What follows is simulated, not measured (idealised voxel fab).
process module | voxel self aligned vias
cross-section cut | 300 nm wide | cells 5 nm
A cross-section is a grid of square cells, given in bands from the top down. A band is one or more rows of cells.
Each band's line starts with the height of the band's top and of its bottom, in nm. Then come its materials from left to right, each with its width in nm. One material with "throughout" fills the band from edge to edge. "air" is empty space.
Height 0 is the level under which the wafer as received is all one material. The lowest band goes on downwards, as in "0 down".
A width such as "30 to 40" changes by the same amount from each row of cells to the next, from the band's top row to its bottom row.
"no change" after a step means that no cell of the cross-section changed.
closed voids: empty space of 8 cells or more with no open way to the top, each as width x height at its distance from the left edge, in nm
after a step's settings: what the simulator itself notes on the step
overlay nm, on a step with a mask: how far to the right of its planned place the mask lay; to the left if negative
plan
1 op RECEIVE | material Si
2 op CONFORMAL_DEP | material SiO2 | thk nm 10
3 op CONFORMAL_DEP | material SiCN | thk nm 5
4 op DIRECTIONAL_DEP | material SiO2 | thk nm 20
5 op MASKED_ETCH | tone open | mask id LINES | width nm 30 | pitch nm 70 | etch materials SiO2 | depth nm 20 | overlay nm 0
6 op CONFORMAL_DEP | material TiN | thk nm 5
7 op FILL_DEP | material Ru | thk nm 10
8 op CMP | height nm 35
9 op SELECTIVE_ETCH | etch materials W Ru TiN | depth nm 5
10 op FILL_DEP | material SiN | thk nm 10
11 op CMP | height nm 35
12 op DIRECTIONAL_DEP | material SiO2 | thk nm 15
13 op MASKED_ETCH | tone open | mask id VIAS | width nm 50 | etch materials SiO2 | depth nm 15 | overlay nm 0
14 op MASKED_ETCH | tone open | mask id VIAS | width nm 50 | etch materials SiN | depth nm 5 | overlay nm 0
15 op CONFORMAL_DEP | material TiN | thk nm 5
16 op FILL_DEP | material W | thk nm 5
17 op CMP | height nm 50
18 op CONFORMAL_DEP | material SiCN | thk nm 5
first wafer, as planned
as received, after step 1
  0 down: Si throughout
  closed voids: none
after step 2
  10 to 0: SiO2 throughout
  below 0: unchanged
after step 3
  15 to 10: SiCN throughout
  below 10: unchanged
after step 4
  35 to 15: SiO2 throughout
  below 15: unchanged
after step 5
  35 to 15: SiO2 100 | air 30 | SiO2 40 | air 30 | SiO2 100
  below 15: unchanged
after step 6
  40 to 35: TiN 105 | air 20 | TiN 50 | air 20 | TiN 105
  35 to 20: SiO2 100 | TiN 5 | air 20 | TiN 5 | SiO2 40 | TiN 5 | air 20 | TiN 5 | SiO2 100
  20 to 15: SiO2 100 | TiN 30 | SiO2 40 | TiN 30 | SiO2 100
  below 15: unchanged
after step 7
  50 to 40: Ru throughout
  40 to 35: TiN 105 | Ru 20 | TiN 50 | Ru 20 | TiN 105
  35 to 20: SiO2 100 | TiN 5 | Ru 20 | TiN 5 | SiO2 40 | TiN 5 | Ru 20 | TiN 5 | SiO2 100
  below 20: unchanged
after step 8
  35 to 20: SiO2 100 | TiN 5 | Ru 20 | TiN 5 | SiO2 40 | TiN 5 | Ru 20 | TiN 5 | SiO2 100
  below 20: unchanged
after step 9
  35 to 30: SiO2 100 | air 30 | SiO2 40 | air 30 | SiO2 100
  below 30: unchanged
after step 10
  45 to 35: SiN throughout
  35 to 30: SiO2 100 | SiN 30 | SiO2 40 | SiN 30 | SiO2 100
  below 30: unchanged
after step 11
  35 to 30: SiO2 100 | SiN 30 | SiO2 40 | SiN 30 | SiO2 100
  below 30: unchanged
after step 12
  50 to 35: SiO2 throughout
  below 35: unchanged
after step 13
  50 to 35: SiO2 90 | air 50 | SiO2 160
  below 35: unchanged
after step 14
  50 to 35: SiO2 90 | air 50 | SiO2 160
  35 to 30: SiO2 100 | air 30 | SiO2 40 | SiN 30 | SiO2 100
  below 30: unchanged
after step 15
  55 to 50: TiN 95 | air 40 | TiN 165
  50 to 40: SiO2 90 | TiN 5 | air 40 | TiN 5 | SiO2 160
  40 to 35: SiO2 90 | TiN 15 | air 20 | TiN 15 | SiO2 160
  35 to 30: SiO2 100 | TiN 30 | SiO2 40 | SiN 30 | SiO2 100
  below 30: unchanged
after step 16
  60 to 55: W throughout
  55 to 50: TiN 95 | W 40 | TiN 165
  50 to 40: SiO2 90 | TiN 5 | W 40 | TiN 5 | SiO2 160
  40 to 35: SiO2 90 | TiN 15 | W 20 | TiN 15 | SiO2 160
  below 35: unchanged
after step 17
  50 to 40: SiO2 90 | TiN 5 | W 40 | TiN 5 | SiO2 160
  below 40: unchanged
after step 18
  55 to 50: SiCN throughout
  below 50: unchanged
second wafer: like start, like plan, one mistake. Through step 4 it matches the first wafer
when step 5 should have ended
  35 to 15: SiO2 105 | air 20 | SiO2 50 | air 20 | SiO2 105
  below 15: unchanged
when step 6 should have ended
  40 to 35: TiN 110 | air 10 | TiN 60 | air 10 | TiN 110
  35 to 20: SiO2 105 | TiN 5 | air 10 | TiN 5 | SiO2 50 | TiN 5 | air 10 | TiN 5 | SiO2 105
  20 to 15: SiO2 105 | TiN 20 | SiO2 50 | TiN 20 | SiO2 105
  below 15: unchanged
when step 7 should have ended
  50 to 40: Ru throughout
  40 to 35: TiN 110 | Ru 10 | TiN 60 | Ru 10 | TiN 110
  35 to 20: SiO2 105 | TiN 5 | Ru 10 | TiN 5 | SiO2 50 | TiN 5 | Ru 10 | TiN 5 | SiO2 105
  below 20: unchanged
when step 8 should have ended
  35 to 20: SiO2 105 | TiN 5 | Ru 10 | TiN 5 | SiO2 50 | TiN 5 | Ru 10 | TiN 5 | SiO2 105
  below 20: unchanged
when step 9 should have ended
  35 to 30: SiO2 105 | air 20 | SiO2 50 | air 20 | SiO2 105
  below 30: unchanged
when step 10 should have ended
  45 to 35: SiN throughout
  35 to 30: SiO2 105 | SiN 20 | SiO2 50 | SiN 20 | SiO2 105
  below 30: unchanged
when step 11 should have ended
  35 to 30: SiO2 105 | SiN 20 | SiO2 50 | SiN 20 | SiO2 105
  below 30: unchanged
when step 12 should have ended
  50 to 35: SiO2 throughout
  below 35: unchanged
when step 13 should have ended
  50 to 35: SiO2 90 | air 50 | SiO2 160
  below 35: unchanged
when step 14 should have ended
  50 to 35: SiO2 90 | air 50 | SiO2 160
  35 to 30: SiO2 105 | air 20 | SiO2 50 | SiN 20 | SiO2 105
  below 30: unchanged
when step 15 should have ended
  55 to 50: TiN 95 | air 40 | TiN 165
  50 to 40: SiO2 90 | TiN 5 | air 40 | TiN 5 | SiO2 160
  40 to 35: SiO2 90 | TiN 20 | air 10 | TiN 20 | SiO2 160
  35 to 30: SiO2 105 | TiN 20 | SiO2 50 | SiN 20 | SiO2 105
  below 30: unchanged
when step 16 should have ended
  60 to 55: W throughout
  55 to 50: TiN 95 | W 40 | TiN 165
  50 to 40: SiO2 90 | TiN 5 | W 40 | TiN 5 | SiO2 160
  40 to 35: SiO2 90 | TiN 20 | W 10 | TiN 20 | SiO2 160
  below 35: unchanged
when step 17 should have ended
  50 to 40: SiO2 90 | TiN 5 | W 40 | TiN 5 | SiO2 160
  below 40: unchanged
when step 18 should have ended
  55 to 50: SiCN throughout
  below 50: unchanged
what went wrong: step 5 ran as: op MASKED_ETCH | tone open | mask id LINES | width nm 20 | pitch nm 70 | etch materials SiO2 | depth nm 20 | overlay nm 0
at the end the second wafer has, in cells: 8 fewer of Ru | 2 fewer of SiN | 16 more of SiO2 | 4 fewer of TiN | 2 fewer of W
